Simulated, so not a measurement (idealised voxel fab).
process module | voxel gate over fins
cross-section cut | 275 nm wide | cells 5 nm
A cross-section is a grid of square cells, given in bands from the top down. A band is one or more rows of cells.
Each band's line starts with the height of the band's top and of its bottom, in nm. Then come its materials from left to right, each with its width in nm. One material with "throughout" fills the band from edge to edge. "air" is empty space.
Height 0 is the level under which the wafer as received is all one material. The lowest band goes on downwards, as in "0 down".
A width such as "30 to 40" changes by the same amount from each row of cells to the next, from the band's top row to its bottom row.
"no change" after a step means that no cell of the cross-section changed.
closed voids: empty space of 8 cells or more with no open way to the top, each as width x height at its distance from the left edge, in nm
after a step's settings: what the simulator itself notes on the step
overlay nm, on a step with a mask: how far to the right of its planned place the mask lay; to the left if negative
plan
1 op RECEIVE | material Si
2 op CONFORMAL_DEP | material SiN | thk nm 10
3 op MASKED_ETCH | tone cover | mask id FINS | width nm 15 | pitch nm 55 | etch materials SiN | depth nm 10 | overlay nm 0
4 op MASKED_ETCH | tone cover | mask id FINS | width nm 15 | pitch nm 55 | etch materials Si | depth nm 35 | overlay nm 0
5 op FILL_DEP | material SiO2 | thk nm 10
6 op CMP | height nm 10
7 op PATTERN | tone open | mask id RAIL | material resist | width nm 15 | thk nm 15 | overlay nm 0
8 op DIRECTIONAL_ETCH | etch materials SiO2 | depth nm 40
9 op STRIP | etch materials resist
10 op CONFORMAL_DEP | material TiN | thk nm 5
11 op FILL_DEP | material W | thk nm 10
12 op CMP | height nm 10
13 op SELECTIVE_ETCH | etch materials W Ru TiN | depth nm 30
14 op FILL_DEP | material SiO2 | thk nm 5
15 op CMP | height nm 10
16 op SELECTIVE_ETCH | etch materials SiO2 | depth nm 25
17 op STRIP | etch materials SiN
18 op CONFORMAL_DEP | material HfO2 | thk nm 5
19 op CONFORMAL_DEP | material TiN | thk nm 5
20 op CONFORMAL_DEP | material TiAl | thk nm 5
21 op CONFORMAL_DEP | material TiN | thk nm 5
22 op FILL_DEP | material W | thk nm 10
23 op CMP | height nm 25
24 op CONFORMAL_DEP | material SiN | thk nm 10
as received, after step 1
  0 down: Si throughout
  closed voids: none
first wafer at the end, as planned
  35 to 25: SiN throughout
  25 to 20: W throughout
  20 to 15: W 80 | TiN 110 | W 85
  15 to 10: W 80 | TiN 5 | TiAl 45 | TiN 10 | TiAl 45 | TiN 5 | W 85
  10 to 5: W 80 | TiN 5 | TiAl 5 | TiN 35 | TiAl 5 | TiN 10 | TiAl 5 | TiN 35 | TiAl 5 | TiN 5 | W 85
  5 to 0: TiN 85 | TiAl 5 | TiN 5 | HfO2 25 | TiN 5 | TiAl 5 | TiN 10 | TiAl 5 | TiN 5 | HfO2 25 | TiN 5 | TiAl 5 | TiN 90
  0 to -5: TiAl 90 | TiN 5 | HfO2 5 | Si 15 | HfO2 5 | TiN 5 | TiAl 20 | TiN 5 | HfO2 5 | Si 15 | HfO2 5 | TiN 5 | TiAl 95
  -5 to -10: TiN 95 | HfO2 5 | Si 15 | HfO2 5 | TiN 30 | HfO2 5 | Si 15 | HfO2 5 | TiN 100
  -10 to -15: HfO2 100 | Si 15 | HfO2 40 | Si 15 | HfO2 105
  -15 to -20: SiO2 100 | Si 15 | SiO2 40 | Si 15 | SiO2 105
  -20 to -25: SiO2 100 | Si 15 | SiO2 10 | TiN 5 | W 5 | TiN 5 | SiO2 15 | Si 15 | SiO2 105
  -25 to -30: SiO2 100 | Si 15 | SiO2 10 | TiN 15 | SiO2 15 | Si 15 | SiO2 105
  -30 to -35: SiO2 100 | Si 15 | SiO2 40 | Si 15 | SiO2 105
  -35 down: Si throughout
  closed voids: none
second wafer at the end: like start, like plan, one mistake
  35 to 25: SiN throughout
  25 to 15: W throughout
  15 to 10: W 85 | TiN 45 | W 10 | TiN 45 | W 90
  10 to 5: W 85 | TiN 5 | TiAl 35 | TiN 5 | W 10 | TiN 5 | TiAl 35 | TiN 5 | W 90
  5 to 0: W 85 | TiN 5 | TiAl 5 | HfO2 25 | TiAl 5 | TiN 5 | W 10 | TiN 5 | TiAl 5 | HfO2 25 | TiAl 5 | TiN 5 | W 90
  0 to -5: TiN 90 | TiAl 5 | HfO2 5 | Si 15 | HfO2 5 | TiAl 5 | TiN 20 | TiAl 5 | HfO2 5 | Si 15 | HfO2 5 | TiAl 5 | TiN 95
  -5 to -10: TiAl 95 | HfO2 5 | Si 15 | HfO2 5 | TiAl 30 | HfO2 5 | Si 15 | HfO2 5 | TiAl 100
  -10 to -15: HfO2 100 | Si 15 | HfO2 40 | Si 15 | HfO2 105
  -15 to -20: SiO2 100 | Si 15 | SiO2 40 | Si 15 | SiO2 105
  -20 to -25: SiO2 100 | Si 15 | SiO2 10 | TiN 5 | W 5 | TiN 5 | SiO2 15 | Si 15 | SiO2 105
  -25 to -30: SiO2 100 | Si 15 | SiO2 10 | TiN 15 | SiO2 15 | Si 15 | SiO2 105
  -30 to -35: SiO2 100 | Si 15 | SiO2 40 | Si 15 | SiO2 105
  -35 down: Si throughout
  closed voids: none
what went wrong: step 19 was left out
at the end the second wafer has, in cells: 67 fewer of TiN | 67 more of W
